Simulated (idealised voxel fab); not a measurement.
Proc. module: voxel self aligned contacts
Section cut is 245 nm wide and gridded with 5 nm square cells.
This document writes a cross-section as a grid whose cells are square, and gives it as bands, listed from the top down; one or more rows of cells form a band.
Band: top height; bottom height; in nm. Then, left to right: material with width in nm, for each material. "edge to edge": a single material spanning edge to edge. "air": empty space.
Zero point of the height axis is 0; under it, received wafer = one material. Lowest band: continues down indefinitely, "0 and below".
With a width like "30 to 40", each row of cells in the band differs from the next by the same amount, the top row carrying the first number and the bottom row the second.
"left unchanged" for a step: no cell of the cross-section changed in that step.
You'll see "Voids, enclosed" listing empty spaces that have no way open to the top, as long as they're 8 cells or more; the notation is width x height at distance, where the distance is from the left edge, and all of it is in nm.
Text after the settings on a step's line: the simulator's own remark on that step.
Among the settings permitted on a step's line is "overlay nm"; applied to a step with a mask, it specifies the extent to which the mask lay to the right of its planned position, whereas a negative figure signifies a position to the left.
List of planned process steps
1,RECEIVE with material Si
2,OXIDIZE with depth nm 5
3,DIRECTIONAL_DEP with material polySi, thk nm 30
4,DIRECTIONAL_DEP with material SiN, thk nm 15
5,MASKED_ETCH with tone cover, mask id GATE, width nm 35, pitch nm 70, etch materials SiN, depth nm 15, overlay nm 0
6,MASKED_ETCH with tone cover, mask id GATE, width nm 35, pitch nm 70, etch materials polySi, depth nm 30, overlay nm 0
7,CONFORMAL_DEP with material SiN, thk nm 5
8,DIRECTIONAL_ETCH with etch materials SiN, depth nm 5
9,FILL_DEP with material SiO2, thk nm 15
10,CMP with height nm 50
11,DIRECTIONAL_DEP with material aC, thk nm 15
12,PATTERN with tone open, mask id CONTACT, material resist, width nm 55, pitch nm 70, thk nm 35, overlay nm 0
13,DIRECTIONAL_ETCH with etch materials aC, depth nm 15
14,STRIP with etch materials resist
15,DIRECTIONAL_ETCH with etch materials SiO2, depth nm 55
16,STRIP with etch materials aC
17,CONFORMAL_DEP with material TiN, thk nm 5
18,FILL_DEP with material Ru, thk nm 10
19,CMP with height nm 50
20,CONFORMAL_DEP with material SiCN, thk nm 5
As-received wafer cross-section (after step 1)
    0 and below | Si edge to edge
    Voids, enclosed: none
Cross-section at module end, one run error; start and plan unchanged from above
    55 down to 50 | SiCN edge to edge
    50 down to 45 | SiO2 55, TiN 25, Ru 15, TiN 15, SiO2 15, TiN 25, Ru 15, TiN 15, SiO2 65
    45 down to 30 | SiO2 30, SiN 45, TiN 5, Ru 15, TiN 5, SiN 45, TiN 5, Ru 15, TiN 5, SiN 45, SiO2 30
    30 down to 0 | SiO2 30, SiN 5, polySi 35, SiN 5, TiN 5, Ru 15, TiN 5, SiN 5, polySi 35, SiN 5, TiN 5, Ru 15, TiN 5, SiN 5, polySi 35, SiN 5, SiO2 30
    0 down to -5 | SiO2 75, TiN 25, SiO2 45, TiN 25, SiO2 75
    -5 and below | Si edge to edge
    Voids, enclosed: none
what went wrong: off-plan run, step 12, actual operation and settings PATTERN with tone open, mask id CONTACT, material resist, width nm 55, pitch nm 70, thk nm 35, overlay nm -5
